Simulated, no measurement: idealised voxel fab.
process module | voxel trench capacitor
cross-section cut | 230 nm wide | cells 5 nm
A cross-section is a grid of square cells, given in bands from the top down. A band is one or more rows of cells.
Each band's line starts with the height of the band's top and of its bottom, in nm. Then come its materials from left to right, each with its width in nm. One material with "throughout" fills the band from edge to edge. "air" is empty space.
Height 0 is the level under which the wafer as received is all one material. The lowest band goes on downwards, as in "0 down".
A width such as "30 to 40" changes by the same amount from each row of cells to the next, from the band's top row to its bottom row.
"no change" after a step means that no cell of the cross-section changed.
closed voids: empty space of 8 cells or more with no open way to the top, each as width x height at its distance from the left edge, in nm
after a step's settings: what the simulator itself notes on the step
overlay nm, on a step with a mask: how far to the right of its planned place the mask lay; to the left if negative
plan
1 op RECEIVE | material Si
2 op CONFORMAL_DEP | material SiN | thk nm 10
3 op MASKED_ETCH | tone open | mask id TRENCH | width nm 20 | pitch nm 45 | etch materials SiN | depth nm 10 | overlay nm 0
4 op MASKED_ETCH | tone open | mask id TRENCH | width nm 20 | pitch nm 45 | etch materials Si | depth nm 25 | overlay nm 0
5 op CONFORMAL_DEP | material SiO2 | thk nm 5
6 op FILL_DEP | material polySi | thk nm 10
7 op CMP | height nm 10
as received, after step 1
  0 down: Si throughout
  closed voids: none
a wafer at the end: this start, this plan, one mistake
  10 to 0: SiN 60 | SiO2 5 | polySi 10 to 5 | SiO2 5 to 10 | SiN 25 | SiO2 5 | polySi 10 to 5 | SiO2 5 to 10 | SiN 25 | SiO2 5 | polySi 10 to 5 | SiO2 5 to 10 | SiN 60
  0 to -20: Si 60 | SiO2 5 | polySi 5 | SiO2 5 | Si 30 | SiO2 5 | polySi 5 | SiO2 5 | Si 30 | SiO2 5 | polySi 5 | SiO2 5 | Si 65
  -20 to -25: Si 60 | SiO2 15 | Si 30 | SiO2 15 | Si 30 | SiO2 15 | Si 65
  -25 down: Si throughout
  closed voids: none
what went wrong: step 4 ran as: op MASKED_ETCH | tone open | mask id TRENCH | width nm 20 | pitch nm 45 | etch materials Si | depth nm 25 | overlay nm -5
